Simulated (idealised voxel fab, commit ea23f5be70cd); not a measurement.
Herein follows the process module entitled voxel self aligned contacts.
FYI the section here is cut, 300 nm wide, cells are 5 nm squares.
How to read a cross-section here: the picture is a grid of square cells, written as bands going from the top down, and any band can span one or more rows of cells. The entry gives the band's vertical extent as a top height and a bottom height in nm, then its horizontal make-up as materials from left to right, each with a width in nm. "air" stands for empty space; a single material marked "full width" fills the band edge to edge. The level at which height equals 0 is the one under which the wafer, as it arrives, is entirely one material. No lower edge exists for the bottom band, which continues downward and is notated as in "0 -> down". The notation "30..40" denotes a width that varies across the rows of cells in the band, beginning at the first number in the top row, finishing at the second number in the bottom row, and changing by an identical amount from each row to the next. "everything unchanged" -> step changed no cross-section cell. "Enclosed void catalog" enumerates empty spaces isolated from the top, with no open way to it, that contain at least 8 cells, giving each as width x height at distance from the left edge, all three in nm. On each step's line, the part that comes after the settings is the simulator's own comment on the step. The line of a step may include "overlay nm". On a step with a mask, this value is how far to the right of its planned place the mask lay. A negative value means the mask lay to the left.
## Here's what the planned process steps look like
1) RECEIVE | material Si
2) OXIDIZE | depth nm 5
3) DIRECTIONAL_DEP | material polySi | thk nm 30
4) DIRECTIONAL_DEP | material SiN | thk nm 20
5) DIRECTIONAL_DEP | material aC | thk nm 10
6) PATTERN | tone cover | mask id GATE | material resist | width nm 30 | pitch nm 65 | thk nm 30 | overlay nm 0
7) DIRECTIONAL_ETCH | etch materials aC | depth nm 10
8) STRIP | etch materials resist
9) DIRECTIONAL_ETCH | etch materials SiN | depth nm 20
10) DIRECTIONAL_ETCH | etch materials polySi | depth nm 30
11) STRIP | etch materials aC
12) CONFORMAL_DEP | material SiN | thk nm 5
13) DIRECTIONAL_ETCH | etch materials SiN | depth nm 5
14) FILL_DEP | material SiO2 | thk nm 10
15) CMP | height nm 55
16) MASKED_ETCH | tone open | mask id CONTACT | width nm 45 | pitch nm 65 | etch materials SiO2 | depth nm 60 | overlay nm 0
17) CONFORMAL_DEP | material TiN | thk nm 5
18) FILL_DEP | material Ru | thk nm 10
19) CMP | height nm 55
20) CONFORMAL_DEP | material SiN | thk nm 5
Same starting wafers, different depth nm at step 2. Plan value belongs to the first wafer.
## Cut through the first of several wafers as received, post step 1
- 0 -> down: Si full width
- Enclosed void catalog: none
## The first of several wafers, seen in cross-section after the module's last step, step 20
- 60 -> 55: SiN full width
- 55 -> 50: SiO2 95 nm, TiN 15 nm, Ru 15 nm, TiN 15 nm, SiO2 20 nm, TiN 15 nm, Ru 15 nm, TiN 15 nm, SiO2 95 nm
- 50 -> 30: SiO2 65 nm, SiN 40 nm, TiN 5 nm, Ru 15 nm, TiN 5 nm, SiN 40 nm, TiN 5 nm, Ru 15 nm, TiN 5 nm, SiN 40 nm, SiO2 65 nm
- 30 -> 0: SiO2 65 nm, SiN 5 nm, polySi 30 nm, SiN 5 nm, TiN 5 nm, Ru 15 nm, TiN 5 nm, SiN 5 nm, polySi 30 nm, SiN 5 nm, TiN 5 nm, Ru 15 nm, TiN 5 nm, SiN 5 nm, polySi 30 nm, SiN 5 nm, SiO2 65 nm
- 0 -> -5: SiO2 105 nm, TiN 25 nm, SiO2 40 nm, TiN 25 nm, SiO2 105 nm
- -5 -> down: Si full width
- Enclosed void catalog: none
## End of module: cross-section, last of several wafers
- 60 -> 55: SiN full width
- 55 -> 50: SiO2 95 nm, TiN 15 nm, Ru 15 nm, TiN 15 nm, SiO2 20 nm, TiN 15 nm, Ru 15 nm, TiN 15 nm, SiO2 95 nm
- 50 -> 30: SiO2 65 nm, SiN 40 nm, TiN 5 nm, Ru 15 nm, TiN 5 nm, SiN 40 nm, TiN 5 nm, Ru 15 nm, TiN 5 nm, SiN 40 nm, SiO2 65 nm
- 30 -> 0: SiO2 65 nm, SiN 5 nm, polySi 30 nm, SiN 5 nm, TiN 5 nm, Ru 15 nm, TiN 5 nm, SiN 5 nm, polySi 30 nm, SiN 5 nm, TiN 5 nm, Ru 15 nm, TiN 5 nm, SiN 5 nm, polySi 30 nm, SiN 5 nm, SiO2 65 nm
- 0 -> -5: SiO2 105 nm, TiN 25 nm, SiO2 40 nm, TiN 25 nm, SiO2 105 nm
- -5 -> -20: SiO2 full width
- -20 -> down: Si full width
- Enclosed void catalog: none
## Gained (+) or lost (-) cells of each material since receipt, then closed voids: one row per wafer, at the end of the module
depth nm 5, +66 Ru, -60 Si, +192 SiN, +352 SiO2, +62 TiN, +108 polySi, Enclosed void catalog: none
depth nm 10, +66 Ru, -120 Si, +192 SiN, +412 SiO2, +62 TiN, +108 polySi, Enclosed void catalog: none
depth nm 15, +66 Ru, -180 Si, +192 SiN, +472 SiO2, +62 TiN, +108 polySi, Enclosed void catalog: none
depth nm 20, +66 Ru, -240 Si, +192 SiN, +532 SiO2, +62 TiN, +108 polySi, Enclosed void catalog: none
